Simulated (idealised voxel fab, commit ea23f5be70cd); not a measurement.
Process module under the name voxel transistor to metal
Cross-section cut: width 265 nm, square cells of 5 nm.
Heads up, the way a cross-section reads in here is a grid of square cells, handed over as bands from the top down, with every band being one or more rows of cells. This entry defines a band. It first specifies the height of the band's top and the height of its bottom in nm, and then specifies the band's materials from left to right, stating each material with its width in nm. The word "all across" identifies a single material that fills the band from edge to edge, while the word "blank" identifies empty space. Heights are reckoned from 0. Under this level, the received wafer is all of one material. The bottommost band is open-ended downward, for example "top 0, no bottom". So if you see something like "30..40" for the width, read it as the top row of the band sitting at the first number and the bottom row at the second, with every row in between moving by the same amount as the last. Basically "no modification" means that step didn't change any cell in the cross-section. What "Enclosed voids" gives you is every empty space of 8 cells or more that is cut off from the top. Each appears as width x height at distance, with the distance taken from the left edge and width, height and distance all in nm. That trailing text on a step's line, after the settings, is the simulator's own remark on the step. A step's line can hold "overlay nm"; with a mask on that step, the setting says how far right of the planned place the mask lay, while a negative setting says it lay to the left.
These are the steps we planned for the process
1: RECEIVE, material Si
2: OXIDIZE, depth nm 5
3: CONFORMAL_DEP, material SiN, thk nm 15
4: MASKED_ETCH, tone cover, mask id ACTIVE, width nm 105, pitch nm 130, etch materials SiN, depth nm 15, overlay nm 0
5: MASKED_ETCH, tone cover, mask id ACTIVE, width nm 105, pitch nm 130, etch materials SiO2, depth nm 5, overlay nm 0
6: MASKED_ETCH, tone cover, mask id ACTIVE, width nm 105, pitch nm 130, etch materials Si, depth nm 30, overlay nm 0
7: OXIDIZE, depth nm 5
8: FILL_DEP, material SiO2, thk nm 5
9: CMP, height nm 15
10: SELECTIVE_ETCH, etch materials SiO2, depth nm 10
11: STRIP, etch materials SiN
12: SELECTIVE_ETCH, etch materials SiO2, depth nm 5
13: OXIDIZE, depth nm 5
14: DIRECTIONAL_DEP, material polySi, thk nm 20
15: DIRECTIONAL_DEP, material SiCN, thk nm 15
16: DIRECTIONAL_DEP, material aC, thk nm 15
17: PATTERN, tone cover, mask id GATE, material resist, width nm 15, pitch nm 130, thk nm 35, overlay nm 0
18: DIRECTIONAL_ETCH, etch materials aC, depth nm 15
19: STRIP, etch materials resist
20: DIRECTIONAL_ETCH, etch materials SiCN, depth nm 25
21: DIRECTIONAL_ETCH, etch materials polySi, depth nm 30
22: STRIP, etch materials aC
23: CONFORMAL_DEP, material SiO2, thk nm 5
24: DIRECTIONAL_ETCH, etch materials SiO2, depth nm 5
25: CONFORMAL_DEP, material SiN, thk nm 10
26: DIRECTIONAL_ETCH, etch materials SiN, depth nm 10
27: DIRECTIONAL_ETCH, etch materials SiO2, depth nm 5
28: DIRECTIONAL_ETCH, etch materials Si, depth nm 15
29: EPI, material SiGe, thk nm 15
30: FILL_DEP, material SiO2, thk nm 10
31: CMP, height nm 30
32: DIRECTIONAL_DEP, material SiO2, thk nm 10
33: DIRECTIONAL_DEP, material aC, thk nm 15
34: PATTERN, tone open, mask id CONTACT, material resist, width nm 35, thk nm 35, overlay nm 0
35: DIRECTIONAL_ETCH, etch materials aC, depth nm 15
36: STRIP, etch materials resist
37: DIRECTIONAL_ETCH, etch materials SiO2, depth nm 35
38: STRIP, etch materials aC
39: CONFORMAL_DEP, material TiN, thk nm 5
40: FILL_DEP, material Ru, thk nm 10
41: CMP, height nm 40
42: CONFORMAL_DEP, material SiN, thk nm 5
43: DIRECTIONAL_DEP, material SiO2, thk nm 20
44: MASKED_ETCH, tone open, mask id METAL_1, width nm 20, etch materials SiO2, depth nm 20, overlay nm 0
45: MASKED_ETCH, tone open, mask id METAL_1, width nm 20, etch materials SiN, depth nm 5, overlay nm 0
46: CONFORMAL_DEP, material TiN, thk nm 5
47: FILL_DEP, material Cu, thk nm 10
48: CMP, height nm 65
49: CONFORMAL_DEP, material SiCN, thk nm 5
Incoming wafer in cross-section (state: after step 1)
    top 0, no bottom | Si all across
    Enclosed voids: none
The first of two wafers, cross-sectioned at the end of the module, with the run proceeding as planned
    top 70, bottom 65 | SiCN all across
    top 65, bottom 45 | 20 of SiO2 | 5 of TiN | 10 of Cu | 5 of TiN | 55 of SiO2 | 5 of TiN | 10 of Cu | 5 of TiN | 35 of SiO2 | 5 of TiN | 10 of Cu | 5 of TiN | 55 of SiO2 | 5 of TiN | 10 of Cu | 5 of TiN | 20 of SiO2
    top 45, bottom 40 | 20 of SiN | 20 of TiN | 55 of SiN | 20 of TiN | 35 of SiN | 20 of TiN | 55 of SiN | 20 of TiN | 20 of SiN
    top 40, bottom 30 | 20 of SiO2 | 5 of TiN | 25..15 of Ru | 5..15 of TiN | 25 of SiO2 | 5..15 of TiN | 25..15 of Ru | 5 of TiN | 35 of SiO2 | 5 of TiN | 25..15 of Ru | 5..15 of TiN | 25 of SiO2 | 5..15 of TiN | 25..15 of Ru | 5 of TiN | 20 of SiO2
    top 30, bottom 15 | 20 of SiO2 | 5 of TiN | 15 of Ru | 5 of TiN | 10 of SiN | 5 of SiO2 | 15 of SiCN | 5 of SiO2 | 10 of SiN | 5 of TiN | 15 of Ru | 5 of TiN | 35 of SiO2 | 5 of TiN | 15 of Ru | 5 of TiN | 10 of SiN | 5 of SiO2 | 15 of SiCN | 5 of SiO2 | 10 of SiN | 5 of TiN | 15 of Ru | 5 of TiN | 20 of SiO2
    top 15, bottom 10 | 20 of SiO2 | 5 of TiN | 15 of Ru | 5 of TiN | 10 of SiN | 5 of SiO2 | 15 of polySi | 5 of SiO2 | 10 of SiN | 5 of TiN | 15 of Ru | 5 of TiN | 35 of SiO2 | 5 of TiN | 15 of Ru | 5 of TiN | 10 of SiN | 5 of SiO2 | 15 of polySi | 5 of SiO2 | 10 of SiN | 5 of TiN | 15 of Ru | 5 of TiN | 20 of SiO2
    top 10, bottom 5 | 20 of SiO2 | 25 of TiN | 10 of SiN | 5 of SiO2 | 15 of polySi | 5 of SiO2 | 10 of SiN | 25 of TiN | 35 of SiO2 | 25 of TiN | 10 of SiN | 5 of SiO2 | 15 of polySi | 5 of SiO2 | 10 of SiN | 25 of TiN | 20 of SiO2
    top 5, bottom 0 | 20 of SiO2 | 25 of SiGe | 10 of SiN | 5 of SiO2 | 15 of polySi | 5 of SiO2 | 10 of SiN | 25 of SiGe | 35 of SiO2 | 25 of SiGe | 10 of SiN | 5 of SiO2 | 15 of polySi | 5 of SiO2 | 10 of SiN | 25 of SiGe | 20 of SiO2
    top 0, bottom -5 | 15 of SiO2 | 10 of SiN | 20 of SiGe | 10 of SiN | 5 of SiO2 | 15 of polySi | 5 of SiO2 | 10 of SiN | 20 of SiGe | 10 of SiN | 25 of SiO2 | 10 of SiN | 20 of SiGe | 10 of SiN | 5 of SiO2 | 15 of polySi | 5 of SiO2 | 10 of SiN | 20 of SiGe | 10 of SiN | 15 of SiO2
    top -5, bottom -10 | 25 of SiO2 | 20 of SiGe | 45 of SiO2 | 20 of SiGe | 45 of SiO2 | 20 of SiGe | 45 of SiO2 | 20 of SiGe | 25 of SiO2
    top -10, bottom -25 | 20 of SiO2 | 5 of Si | 20 of SiGe | 45 of Si | 20 of SiGe | 5 of Si | 35 of SiO2 | 5 of Si | 20 of SiGe | 45 of Si | 20 of SiGe | 5 of Si | 20 of SiO2
    top -25, bottom -40 | 20 of SiO2 | 95 of Si | 35 of SiO2 | 95 of Si | 20 of SiO2
    top -40, no bottom | Si all across
    Enclosed voids: none
Module end: cross-section of wafer two of two. Same start and process plan as the first wafer. One mistake during execution
    top 70, bottom 65 | SiCN all across
    top 65, bottom 45 | 20 of SiO2 | 5 of TiN | 10 of Cu | 5 of TiN | 55 of SiO2 | 5 of TiN | 10 of Cu | 5 of TiN | 35 of SiO2 | 5 of TiN | 10 of Cu | 5 of TiN | 55 of SiO2 | 5 of TiN | 10 of Cu | 5 of TiN | 20 of SiO2
    top 45, bottom 40 | 20 of SiN | 20 of TiN | 55 of SiN | 20 of TiN | 35 of SiN | 20 of TiN | 55 of SiN | 20 of TiN | 20 of SiN
    top 40, bottom 30 | 20 of SiO2 | 5 of TiN | 25 of Ru | 5 of TiN | 25 of SiO2 | 5 of TiN | 25 of Ru | 5 of TiN | 35 of SiO2 | 5 of TiN | 25 of Ru | 5 of TiN | 25 of SiO2 | 5 of TiN | 25 of Ru | 5 of TiN | 20 of SiO2
    top 30, bottom 25 | 20 of SiO2 | 5 of TiN | 15 of Ru | 15 of TiN | 5 of SiO2 | 15 of SiCN | 5 of SiO2 | 15 of TiN | 15 of Ru | 5 of TiN | 35 of SiO2 | 5 of TiN | 15 of Ru | 15 of TiN | 5 of SiO2 | 15 of SiCN | 5 of SiO2 | 15 of TiN | 15 of Ru | 5 of TiN | 20 of SiO2
    top 25, bottom 15 | 20 of SiO2 | 5 of TiN | 15 of Ru | 5 of TiN | 10 of SiN | 5 of SiO2 | 15 of SiCN | 5 of SiO2 | 10 of SiN | 5 of TiN | 15 of Ru | 5 of TiN | 35 of SiO2 | 5 of TiN | 15 of Ru | 5 of TiN | 10 of SiN | 5 of SiO2 | 15 of SiCN | 5 of SiO2 | 10 of SiN | 5 of TiN | 15 of Ru | 5 of TiN | 20 of SiO2
    top 15, bottom 10 | 20 of SiO2 | 5 of TiN | 15 of Ru | 5 of TiN | 10 of SiN | 5 of SiO2 | 15 of polySi | 5 of SiO2 | 10 of SiN | 5 of TiN | 15 of Ru | 5 of TiN | 35 of SiO2 | 5 of TiN | 15 of Ru | 5 of TiN | 10 of SiN | 5 of SiO2 | 15 of polySi | 5 of SiO2 | 10 of SiN | 5 of TiN | 15 of Ru | 5 of TiN | 20 of SiO2
    top 10, bottom 5 | 20 of SiO2 | 25 of TiN | 10 of SiN | 5 of SiO2 | 15 of polySi | 5 of SiO2 | 10 of SiN | 25 of TiN | 35 of SiO2 | 25 of TiN | 10 of SiN | 5 of SiO2 | 15 of polySi | 5 of SiO2 | 10 of SiN | 25 of TiN | 20 of SiO2
    top 5, bottom -5 | 30 of SiO2 | 15 of SiGe | 10 of SiN | 5 of SiO2 | 15 of polySi | 5 of SiO2 | 10 of SiN | 15 of SiGe | 55 of SiO2 | 15 of SiGe | 10 of SiN | 5 of SiO2 | 15 of polySi | 5 of SiO2 | 10 of SiN | 15 of SiGe | 30 of SiO2
    top -5, bottom -10 | 30 of SiO2 | 15 of SiGe | 45 of SiO2 | 15 of SiGe | 55 of SiO2 | 15 of SiGe | 45 of SiO2 | 15 of SiGe | 30 of SiO2
    top -10, bottom -25 | 20 of SiO2 | 25 of SiGe | 45 of Si | 25 of SiGe | 35 of SiO2 | 25 of SiGe | 45 of Si | 25 of SiGe | 20 of SiO2
    top -25, bottom -40 | 20 of SiO2 | 95 of Si | 35 of SiO2 | 95 of Si | 20 of SiO2
    top -40, no bottom | Si all across
    Enclosed voids: none
Where did the run depart from the plan? step 26: run off-plan, actual operation and settings DIRECTIONAL_ETCH, etch materials SiN, depth nm 15
Count the cells at the end and the second wafer has more or fewer of some materials than the first: Ru +8, Si -12, SiGe -4, SiN -16, SiO2 +24
